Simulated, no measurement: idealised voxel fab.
Process module name: voxel wiring stack
This is section cut - it's 265 nm across, gridded in 5 nm square cells.
Cross-section spec: square-cell grid; bands listed top down; each band is one or more rows.
This entry defines a band. It first specifies the height of the band's top and the height of its bottom in nm, and then specifies the band's materials from left to right, stating each material with its width in nm. The word "all across" identifies a single material that fills the band from edge to edge, while the word "empty" identifies empty space.
Heads up on the height convention: 0 is the point under which the incoming wafer is all one material, and the lowest band has no bottom, it just keeps going down, like "from 0 down".
Width spec "30->40" -> top row of cells at first value, bottom row at second value, equal per-row change in between.
No cell of the cross-section changed in a step that is given as "remains unaltered".
"Closed void list" lists enclosed empty spaces (at least 8 cells, no open path upward to the top), each as width x height at distance from the left edge, in nm.
Text after the settings on a step's line: the simulator's own remark on that step.
The setting "overlay nm" may be written on the line of a step. When the step uses a mask, the value reports how far to the right of the planned place the mask lay, and a negative value reports that it lay to the left.

Steps planned for the process:
1: RECEIVE,material Si
2: CONFORMAL_DEP,material SiO2,thk nm 10
3: CONFORMAL_DEP,material SiN,thk nm 5
4: DIRECTIONAL_DEP,material lowk,thk nm 25
5: MASKED_ETCH,tone open,mask id METAL_1,width nm 20,pitch nm 40,etch materials lowk,depth nm 25,overlay nm 0
6: MASKED_ETCH,tone open,mask id METAL_1,width nm 20,pitch nm 40,etch materials SiN,depth nm 5,overlay nm 0
7: CONFORMAL_DEP,material TiN,thk nm 5
8: FILL_DEP,material W,thk nm 10
9: CMP,height nm 40
10: CONFORMAL_DEP,material SiCN,thk nm 5
11: DIRECTIONAL_DEP,material lowk,thk nm 20
12: PATTERN,tone open,mask id PLUG_1,material resist,width nm 15,thk nm 20,overlay nm 0
13: DIRECTIONAL_ETCH,etch materials lowk,depth nm 20
14: DIRECTIONAL_ETCH,etch materials SiCN,depth nm 5
15: STRIP,etch materials resist
16: EPI,material Ru,thk nm 10
17: EPI,material Ru,thk nm 10
18: EPI,material Ru,thk nm 5
19: DIRECTIONAL_DEP,material TiN,thk nm 5
20: DIRECTIONAL_DEP,material Ru,thk nm 15
21: PATTERN,tone cover,mask id METAL_2,material resist,width nm 20,pitch nm 40,thk nm 15,overlay nm 0
22: DIRECTIONAL_ETCH,etch materials Ru,depth nm 15
23: DIRECTIONAL_ETCH,etch materials TiN,depth nm 5
24: STRIP,etch materials resist
25: CONFORMAL_DEP,material SiN,thk nm 5
26: FILL_DEP,material SiO2,thk nm 10
27: CMP,height nm 85
28: CONFORMAL_DEP,material SiCN,thk nm 5
29: DIRECTIONAL_DEP,material lowk,thk nm 15
30: PATTERN,tone open,mask id PLUG_2,material resist,width nm 15,pitch nm 40,thk nm 15,overlay nm 0
31: DIRECTIONAL_ETCH,etch materials lowk,depth nm 15
32: DIRECTIONAL_ETCH,etch materials SiCN,depth nm 5
33: STRIP,etch materials resist
34: EPI,material Ru,thk nm 10
35: EPI,material Ru,thk nm 10
36: DIRECTIONAL_DEP,material TiN,thk nm 5
37: DIRECTIONAL_DEP,material W,thk nm 25
38: DIRECTIONAL_DEP,material aC,thk nm 10
39: PATTERN,tone cover,mask id METAL_3,material resist,width nm 20,pitch nm 40,thk nm 30,overlay nm 0
40: DIRECTIONAL_ETCH,etch materials aC,depth nm 10
41: STRIP,etch materials resist
42: DIRECTIONAL_ETCH,etch materials W,depth nm 25
43: DIRECTIONAL_ETCH,etch materials TiN,depth nm 5
44: STRIP,etch materials aC
45: FILL_DEP,material SiO2,thk nm 10
46: CMP,height nm 135
47: CONFORMAL_DEP,material SiCN,thk nm 5

First wafer, two in total, run as planned:

Wafer cross-section on receipt, i.e. after step 1:
* from 0 down  Si all across
* Closed void list: none

The following cross-section depicts the wafer upon completion of step 2:
* from 10 to 0  SiO2 all across
* Heights below 0 show no change.

The following cross-section depicts the wafer upon completion of step 3:
* from 15 to 10  SiN all across
* Heights below 10 show no change.

The following cross-section depicts the wafer upon completion of step 4:
* from 40 to 15  lowk all across
* Heights below 15 show no change.

The following cross-section depicts the wafer upon completion of step 5:
* from 40 to 15  100 nm lowk, 20 nm empty, 20 nm lowk, 20 nm empty, 105 nm lowk
* Heights below 15 show no change.

The following cross-section depicts the wafer upon completion of step 6:
* from 40 to 15  100 nm lowk, 20 nm empty, 20 nm lowk, 20 nm empty, 105 nm lowk
* from 15 to 10  100 nm SiN, 20 nm empty, 20 nm SiN, 20 nm empty, 105 nm SiN
* Heights below 10 show no change.

The following cross-section depicts the wafer upon completion of step 7:
* from 45 to 40  105 nm TiN, 10 nm empty, 30 nm TiN, 10 nm empty, 110 nm TiN
* from 40 to 15  100 nm lowk, 5 nm TiN, 10 nm empty, 5 nm TiN, 20 nm lowk, 5 nm TiN, 10 nm empty, 5 nm TiN, 105 nm lowk
* from 15 to 10  100 nm SiN, 20 nm TiN, 20 nm SiN, 20 nm TiN, 105 nm SiN
* Heights below 10 show no change.

The following cross-section depicts the wafer upon completion of step 8:
* from 55 to 45  W all across
* from 45 to 40  105 nm TiN, 10 nm W, 30 nm TiN, 10 nm W, 110 nm TiN
* from 40 to 15  100 nm lowk, 5 nm TiN, 10 nm W, 5 nm TiN, 20 nm lowk, 5 nm TiN, 10 nm W, 5 nm TiN, 105 nm lowk
* Heights below 15 show no change.

The following cross-section depicts the wafer upon completion of step 9:
* from 40 to 15  100 nm lowk, 5 nm TiN, 10 nm W, 5 nm TiN, 20 nm lowk, 5 nm TiN, 10 nm W, 5 nm TiN, 105 nm lowk
* Heights below 15 show no change.

The following cross-section depicts the wafer upon completion of step 10:
* from 45 to 40  SiCN all across
* Heights below 40 show no change.

The following cross-section depicts the wafer upon completion of step 11:
* from 65 to 45  lowk all across
* Heights below 45 show no change.

The following cross-section depicts the wafer upon completion of step 12:
* from 85 to 65  100 nm resist, 15 nm empty, 150 nm resist
* Heights below 65 show no change.

The following cross-section depicts the wafer upon completion of step 13:
* from 85 to 65  100 nm resist, 15 nm empty, 150 nm resist
* from 65 to 45  100 nm lowk, 15 nm empty, 150 nm lowk
* Heights below 45 show no change.

The following cross-section depicts the wafer upon completion of step 14:
* from 85 to 65  100 nm resist, 15 nm empty, 150 nm resist
* from 65 to 45  100 nm lowk, 15 nm empty, 150 nm lowk
* from 45 to 40  100 nm SiCN, 15 nm empty, 150 nm SiCN
* Heights below 40 show no change.

The following cross-section depicts the wafer upon completion of step 15:
* from 65 to 45  100 nm lowk, 15 nm empty, 150 nm lowk
* Heights below 45 show no change.

The following cross-section depicts the wafer upon completion of step 16:
* from 65 to 50  100 nm lowk, 15 nm empty, 150 nm lowk
* from 50 to 45  100 nm lowk, 15 nm Ru, 150 nm lowk
* from 45 to 40  100 nm SiCN, 15 nm Ru, 150 nm SiCN
* Heights below 40 show no change.

The following cross-section depicts the wafer upon completion of step 17:
* from 65 to 60  100 nm lowk, 15 nm empty, 150 nm lowk
* from 60 to 45  100 nm lowk, 15 nm Ru, 150 nm lowk
* Heights below 45 show no change.

The following cross-section depicts the wafer upon completion of step 18:
* from 65 to 45  100 nm lowk, 15 nm Ru, 150 nm lowk
* Heights below 45 show no change.

The following cross-section depicts the wafer upon completion of step 19:
* from 70 to 65  TiN all across
* Heights below 65 show no change.

The following cross-section depicts the wafer upon completion of step 20:
* from 85 to 70  Ru all across
* Heights below 70 show no change.

The following cross-section depicts the wafer upon completion of step 21:
* from 100 to 85  100 nm empty, 20 nm resist, 20 nm empty, 20 nm resist, 105 nm empty
* Heights below 85 show no change.

The following cross-section depicts the wafer upon completion of step 22:
* from 100 to 85  100 nm empty, 20 nm resist, 20 nm empty, 20 nm resist, 105 nm empty
* from 85 to 70  100 nm empty, 20 nm Ru, 20 nm empty, 20 nm Ru, 105 nm empty
* Heights below 70 show no change.

The following cross-section depicts the wafer upon completion of step 23:
* from 100 to 85  100 nm empty, 20 nm resist, 20 nm empty, 20 nm resist, 105 nm empty
* from 85 to 70  100 nm empty, 20 nm Ru, 20 nm empty, 20 nm Ru, 105 nm empty
* from 70 to 65  100 nm empty, 20 nm TiN, 20 nm empty, 20 nm TiN, 105 nm empty
* Heights below 65 show no change.

The following cross-section depicts the wafer upon completion of step 24:
* from 85 to 70  100 nm empty, 20 nm Ru, 20 nm empty, 20 nm Ru, 105 nm empty
* Heights below 70 show no change.

The following cross-section depicts the wafer upon completion of step 25:
* from 90 to 85  95 nm empty, 30 nm SiN, 10 nm empty, 30 nm SiN, 100 nm empty
* from 85 to 70  95 nm empty, 5 nm SiN, 20 nm Ru, 5 nm SiN, 10 nm empty, 5 nm SiN, 20 nm Ru, 5 nm SiN, 100 nm empty
* from 70 to 65  100 nm SiN, 20 nm TiN, 20 nm SiN, 20 nm TiN, 105 nm SiN
* Heights below 65 show no change.

The following cross-section depicts the wafer upon completion of step 26:
* from 100 to 90  SiO2 all across
* from 90 to 85  95 nm SiO2, 30 nm SiN, 10 nm SiO2, 30 nm SiN, 100 nm SiO2
* from 85 to 70  95 nm SiO2, 5 nm SiN, 20 nm Ru, 5 nm SiN, 10 nm SiO2, 5 nm SiN, 20 nm Ru, 5 nm SiN, 100 nm SiO2
* Heights below 70 show no change.

The following cross-section depicts the wafer upon completion of step 27:
* from 85 to 70  95 nm SiO2, 5 nm SiN, 20 nm Ru, 5 nm SiN, 10 nm SiO2, 5 nm SiN, 20 nm Ru, 5 nm SiN, 100 nm SiO2
* Heights below 70 show no change.

The following cross-section depicts the wafer upon completion of step 28:
* from 90 to 85  SiCN all across
* Heights below 85 show no change.

The following cross-section depicts the wafer upon completion of step 29:
* from 105 to 90  lowk all across
* Heights below 90 show no change.

The following cross-section depicts the wafer upon completion of step 30:
* from 120 to 105  100 nm resist, 15 nm empty, 25 nm resist, 15 nm empty, 110 nm resist
* Heights below 105 show no change.

The following cross-section depicts the wafer upon completion of step 31:
* from 120 to 105  100 nm resist, 15 nm empty, 25 nm resist, 15 nm empty, 110 nm resist
* from 105 to 90  100 nm lowk, 15 nm empty, 25 nm lowk, 15 nm empty, 110 nm lowk
* Heights below 90 show no change.

The following cross-section depicts the wafer upon completion of step 32:
* from 120 to 105  100 nm resist, 15 nm empty, 25 nm resist, 15 nm empty, 110 nm resist
* from 105 to 90  100 nm lowk, 15 nm empty, 25 nm lowk, 15 nm empty, 110 nm lowk
* from 90 to 85  100 nm SiCN, 15 nm empty, 25 nm SiCN, 15 nm empty, 110 nm SiCN
* Heights below 85 show no change.

The following cross-section depicts the wafer upon completion of step 33:
* from 105 to 90  100 nm lowk, 15 nm empty, 25 nm lowk, 15 nm empty, 110 nm lowk
* Heights below 90 show no change.

The following cross-section depicts the wafer upon completion of step 34:
* from 105 to 95  100 nm lowk, 15 nm empty, 25 nm lowk, 15 nm empty, 110 nm lowk
* from 95 to 90  100 nm lowk, 15 nm Ru, 25 nm lowk, 15 nm Ru, 110 nm lowk
* from 90 to 85  100 nm SiCN, 15 nm Ru, 25 nm SiCN, 15 nm Ru, 110 nm SiCN
* Heights below 85 show no change.

The following cross-section depicts the wafer upon completion of step 35:
* from 105 to 90  100 nm lowk, 15 nm Ru, 25 nm lowk, 15 nm Ru, 110 nm lowk
* Heights below 90 show no change.

The following cross-section depicts the wafer upon completion of step 36:
* from 110 to 105  TiN all across
* Heights below 105 show no change.

The following cross-section depicts the wafer upon completion of step 37:
* from 135 to 110  W all across
* Heights below 110 show no change.

The following cross-section depicts the wafer upon completion of step 38:
* from 145 to 135  aC all across
* Heights below 135 show no change.

The following cross-section depicts the wafer upon completion of step 39:
* from 175 to 145  100 nm empty, 20 nm resist, 20 nm empty, 20 nm resist, 105 nm empty
* Heights below 145 show no change.

The following cross-section depicts the wafer upon completion of step 40:
* from 165 to 145  100 nm empty, 20 nm resist, 20 nm empty, 20 nm resist, 105 nm empty
* from 145 to 135  100 nm empty, 20 nm aC, 20 nm empty, 20 nm aC, 105 nm empty
* Heights below 135 show no change.

The following cross-section depicts the wafer upon completion of step 41:
* from 145 to 135  100 nm empty, 20 nm aC, 20 nm empty, 20 nm aC, 105 nm empty
* Heights below 135 show no change.

The following cross-section depicts the wafer upon completion of step 42:
* from 145 to 135  100 nm empty, 20 nm aC, 20 nm empty, 20 nm aC, 105 nm empty
* from 135 to 110  100 nm empty, 20 nm W, 20 nm empty, 20 nm W, 105 nm empty
* Heights below 110 show no change.

The following cross-section depicts the wafer upon completion of step 43:
* from 145 to 135  100 nm empty, 20 nm aC, 20 nm empty, 20 nm aC, 105 nm empty
* from 135 to 110  100 nm empty, 20 nm W, 20 nm empty, 20 nm W, 105 nm empty
* from 110 to 105  100 nm empty, 20 nm TiN, 20 nm empty, 20 nm TiN, 105 nm empty
* Heights below 105 show no change.

The following cross-section depicts the wafer upon completion of step 44:
* from 135 to 110  100 nm empty, 20 nm W, 20 nm empty, 20 nm W, 105 nm empty
* Heights below 110 show no change.

The following cross-section depicts the wafer upon completion of step 45:
* from 145 to 135  SiO2 all across
* from 135 to 110  100 nm SiO2, 20 nm W, 20 nm SiO2, 20 nm W, 105 nm SiO2
* from 110 to 105  100 nm SiO2, 20 nm TiN, 20 nm SiO2, 20 nm TiN, 105 nm SiO2
* Heights below 105 show no change.

The following cross-section depicts the wafer upon completion of step 46:
* from 135 to 110  100 nm SiO2, 20 nm W, 20 nm SiO2, 20 nm W, 105 nm SiO2
* Heights below 110 show no change.

The following cross-section depicts the wafer upon completion of step 47:
* from 140 to 135  SiCN all across
* Heights below 135 show no change.

The remaining wafer, second of the two, started like the first and was run to the same plan, except that one mistake was made along the way; the two coincide through step 15, inclusive:

Second wafer, cut view, end of step 17 per plan:
* from 65 to 50  100 nm lowk, 15 nm empty, 150 nm lowk
* from 50 to 45  100 nm lowk, 15 nm Ru, 150 nm lowk
* from 45 to 40  100 nm SiCN, 15 nm Ru, 150 nm SiCN
* Heights below 40 show no change.

Second wafer, cut view, end of step 18 per plan:
* from 65 to 55  100 nm lowk, 15 nm empty, 150 nm lowk
* from 55 to 45  100 nm lowk, 15 nm Ru, 150 nm lowk
* Heights below 45 show no change.

Second wafer, cut view, end of step 19 per plan:
* from 70 to 65  100 nm TiN, 15 nm empty, 150 nm TiN
* from 65 to 60  100 nm lowk, 15 nm empty, 150 nm lowk
* from 60 to 55  100 nm lowk, 15 nm TiN, 150 nm lowk
* Heights below 55 show no change.

Second wafer, cut view, end of step 20 per plan:
* from 85 to 75  100 nm Ru, 15 nm empty, 150 nm Ru
* from 75 to 70  Ru all across
* from 70 to 65  100 nm TiN, 15 nm Ru, 150 nm TiN
* from 65 to 60  100 nm lowk, 15 nm Ru, 150 nm lowk
* Heights below 60 show no change.

Second wafer, cut view, end of step 21 per plan:
* from 100 to 85  100 nm empty, 20 nm resist, 20 nm empty, 20 nm resist, 105 nm empty
* from 85 to 75  100 nm Ru, 15 nm resist, 150 nm Ru
* Heights below 75 show no change.

Second wafer, cut view, end of step 22 per plan:
* from 100 to 85  100 nm empty, 20 nm resist, 20 nm empty, 20 nm resist, 105 nm empty
* from 85 to 75  100 nm empty, 15 nm resist, 5 nm Ru, 20 nm empty, 20 nm Ru, 105 nm empty
* from 75 to 70  100 nm empty, 20 nm Ru, 20 nm empty, 20 nm Ru, 105 nm empty
* Heights below 70 show no change.

Second wafer, cut view, end of step 23 per plan:
* from 100 to 85  100 nm empty, 20 nm resist, 20 nm empty, 20 nm resist, 105 nm empty
* from 85 to 75  100 nm empty, 15 nm resist, 5 nm Ru, 20 nm empty, 20 nm Ru, 105 nm empty
* from 75 to 70  100 nm empty, 20 nm Ru, 20 nm empty, 20 nm Ru, 105 nm empty
* from 70 to 65  100 nm empty, 15 nm Ru, 5 nm TiN, 20 nm empty, 20 nm TiN, 105 nm empty
* Heights below 65 show no change.

Second wafer, cut view, end of step 24 per plan:
* from 85 to 75  115 nm empty, 5 nm Ru, 20 nm empty, 20 nm Ru, 105 nm empty
* Heights below 75 show no change.

Second wafer, cut view, end of step 25 per plan:
* from 90 to 85  110 nm empty, 15 nm SiN, 10 nm empty, 30 nm SiN, 100 nm empty
* from 85 to 75  110->95 nm empty, 5->20 nm SiN, 5 nm Ru, 5 nm SiN, 10 nm empty, 5 nm SiN, 20 nm Ru, 5 nm SiN, 100 nm empty
* from 75 to 70  95 nm empty, 5 nm SiN, 20 nm Ru, 5 nm SiN, 10 nm empty, 5 nm SiN, 20 nm Ru, 5 nm SiN, 100 nm empty
* from 70 to 65  100 nm SiN, 15 nm Ru, 5 nm TiN, 20 nm SiN, 20 nm TiN, 105 nm SiN
* Heights below 65 show no change.

Second wafer, cut view, end of step 26 per plan:
* from 100 to 90  SiO2 all across
* from 90 to 85  110 nm SiO2, 15 nm SiN, 10 nm SiO2, 30 nm SiN, 100 nm SiO2
* from 85 to 75  110->95 nm SiO2, 5->20 nm SiN, 5 nm Ru, 5 nm SiN, 10 nm SiO2, 5 nm SiN, 20 nm Ru, 5 nm SiN, 100 nm SiO2
* from 75 to 70  95 nm SiO2, 5 nm SiN, 20 nm Ru, 5 nm SiN, 10 nm SiO2, 5 nm SiN, 20 nm Ru, 5 nm SiN, 100 nm SiO2
* Heights below 70 show no change.

Second wafer, cut view, end of step 27 per plan:
* from 85 to 75  110->95 nm SiO2, 5->20 nm SiN, 5 nm Ru, 5 nm SiN, 10 nm SiO2, 5 nm SiN, 20 nm Ru, 5 nm SiN, 100 nm SiO2
* Heights below 75 show no change.

Second wafer, cut view, end of step 28 per plan:
* from 90 to 85  SiCN all across
* Heights below 85 show no change.

Second wafer, cut view, end of step 29 per plan:
* from 105 to 90  lowk all across
* Heights below 90 show no change.

Second wafer, cut view, end of step 30 per plan:
* from 120 to 105  100 nm resist, 15 nm empty, 25 nm resist, 15 nm empty, 110 nm resist
* Heights below 105 show no change.

Second wafer, cut view, end of step 31 per plan:
* from 120 to 105  100 nm resist, 15 nm empty, 25 nm resist, 15 nm empty, 110 nm resist
* from 105 to 90  100 nm lowk, 15 nm empty, 25 nm lowk, 15 nm empty, 110 nm lowk
* Heights below 90 show no change.

Second wafer, cut view, end of step 32 per plan:
* from 120 to 105  100 nm resist, 15 nm empty, 25 nm resist, 15 nm empty, 110 nm resist
* from 105 to 90  100 nm lowk, 15 nm empty, 25 nm lowk, 15 nm empty, 110 nm lowk
* from 90 to 85  100 nm SiCN, 15 nm empty, 25 nm SiCN, 15 nm empty, 110 nm SiCN
* Heights below 85 show no change.

Second wafer, cut view, end of step 33 per plan:
* from 105 to 90  100 nm lowk, 15 nm empty, 25 nm lowk, 15 nm empty, 110 nm lowk
* Heights below 90 show no change.

Second wafer, cut view, end of step 34 per plan:
* from 105 to 95  100 nm lowk, 15 nm empty, 25 nm lowk, 15 nm empty, 110 nm lowk
* from 95 to 90  100 nm lowk, 15 nm empty, 25 nm lowk, 15 nm Ru, 110 nm lowk
* from 90 to 85  100 nm SiCN, 15 nm empty, 25 nm SiCN, 15 nm Ru, 110 nm SiCN
* Heights below 85 show no change.

Second wafer, cut view, end of step 35 per plan:
* from 105 to 90  100 nm lowk, 15 nm empty, 25 nm lowk, 15 nm Ru, 110 nm lowk
* Heights below 90 show no change.

Second wafer, cut view, end of step 36 per plan:
* from 110 to 105  100 nm TiN, 15 nm empty, 150 nm TiN
* from 105 to 90  100 nm lowk, 15 nm empty, 25 nm lowk, 15 nm Ru, 110 nm lowk
* from 90 to 85  100 nm SiCN, 15 nm TiN, 25 nm SiCN, 15 nm Ru, 110 nm SiCN
* Heights below 85 show no change.

Second wafer, cut view, end of step 37 per plan:
* from 135 to 115  100 nm W, 15 nm empty, 150 nm W
* from 115 to 110  W all across
* from 110 to 105  100 nm TiN, 15 nm W, 150 nm TiN
* from 105 to 90  100 nm lowk, 15 nm W, 25 nm lowk, 15 nm Ru, 110 nm lowk
* Heights below 90 show no change.

Second wafer, cut view, end of step 38 per plan:
* from 145 to 135  100 nm aC, 15 nm empty, 150 nm aC
* from 135 to 125  100 nm W, 15 nm empty, 150 nm W
* from 125 to 115  100 nm W, 15 nm aC, 150 nm W
* Heights below 115 show no change.

Second wafer, cut view, end of step 39 per plan:
* from 175 to 145  100 nm empty, 20 nm resist, 20 nm empty, 20 nm resist, 105 nm empty
* from 145 to 135  100 nm aC, 15 nm resist, 150 nm aC
* from 135 to 125  100 nm W, 15 nm resist, 150 nm W
* Heights below 125 show no change.

Second wafer, cut view, end of step 40 per plan:
* from 165 to 145  100 nm empty, 20 nm resist, 20 nm empty, 20 nm resist, 105 nm empty
* from 145 to 135  100 nm empty, 15 nm resist, 5 nm aC, 20 nm empty, 20 nm aC, 105 nm empty
* Heights below 135 show no change.

Second wafer, cut view, end of step 41 per plan:
* from 145 to 135  115 nm empty, 5 nm aC, 20 nm empty, 20 nm aC, 105 nm empty
* from 135 to 125  100 nm W, 15 nm empty, 150 nm W
* Heights below 125 show no change.

Second wafer, cut view, end of step 42 per plan:
* from 145 to 135  115 nm empty, 5 nm aC, 20 nm empty, 20 nm aC, 105 nm empty
* from 135 to 125  115 nm empty, 5 nm W, 20 nm empty, 20 nm W, 105 nm empty
* from 125 to 115  100 nm empty, 15 nm aC, 5 nm W, 20 nm empty, 20 nm W, 105 nm empty
* from 115 to 110  100 nm empty, 20 nm W, 20 nm empty, 20 nm W, 105 nm empty
* Heights below 110 show no change.

Second wafer, cut view, end of step 43 per plan:
* from 145 to 135  115 nm empty, 5 nm aC, 20 nm empty, 20 nm aC, 105 nm empty
* from 135 to 125  115 nm empty, 5 nm W, 20 nm empty, 20 nm W, 105 nm empty
* from 125 to 115  100 nm empty, 15 nm aC, 5 nm W, 20 nm empty, 20 nm W, 105 nm empty
* from 115 to 110  100 nm empty, 20 nm W, 20 nm empty, 20 nm W, 105 nm empty
* from 110 to 105  100 nm empty, 15 nm W, 5 nm TiN, 20 nm empty, 20 nm TiN, 105 nm empty
* Heights below 105 show no change.

Second wafer, cut view, end of step 44 per plan:
* from 135 to 115  115 nm empty, 5 nm W, 20 nm empty, 20 nm W, 105 nm empty
* Heights below 115 show no change.

Second wafer, cut view, end of step 45 per plan:
* from 145 to 135  SiO2 all across
* from 135 to 115  115 nm SiO2, 5 nm W, 20 nm SiO2, 20 nm W, 105 nm SiO2
* from 115 to 110  100 nm SiO2, 20 nm W, 20 nm SiO2, 20 nm W, 105 nm SiO2
* from 110 to 105  100 nm SiO2, 15 nm W, 5 nm TiN, 20 nm SiO2, 20 nm TiN, 105 nm SiO2
* Heights below 105 show no change.

Second wafer, cut view, end of step 46 per plan:
* from 135 to 115  115 nm SiO2, 5 nm W, 20 nm SiO2, 20 nm W, 105 nm SiO2
* Heights below 115 show no change.

Second wafer, cut view, end of step 47 per plan:
* from 140 to 135  SiCN all across
* Heights below 135 show no change.
Error vs. plan: one of the like steps 16 and 17 was not carried out, but which of them is unknowable
FYI, end of process, the second wafer has more or fewer cells of some materials than the first: Ru -18 | SiN +3 | SiO2 +15
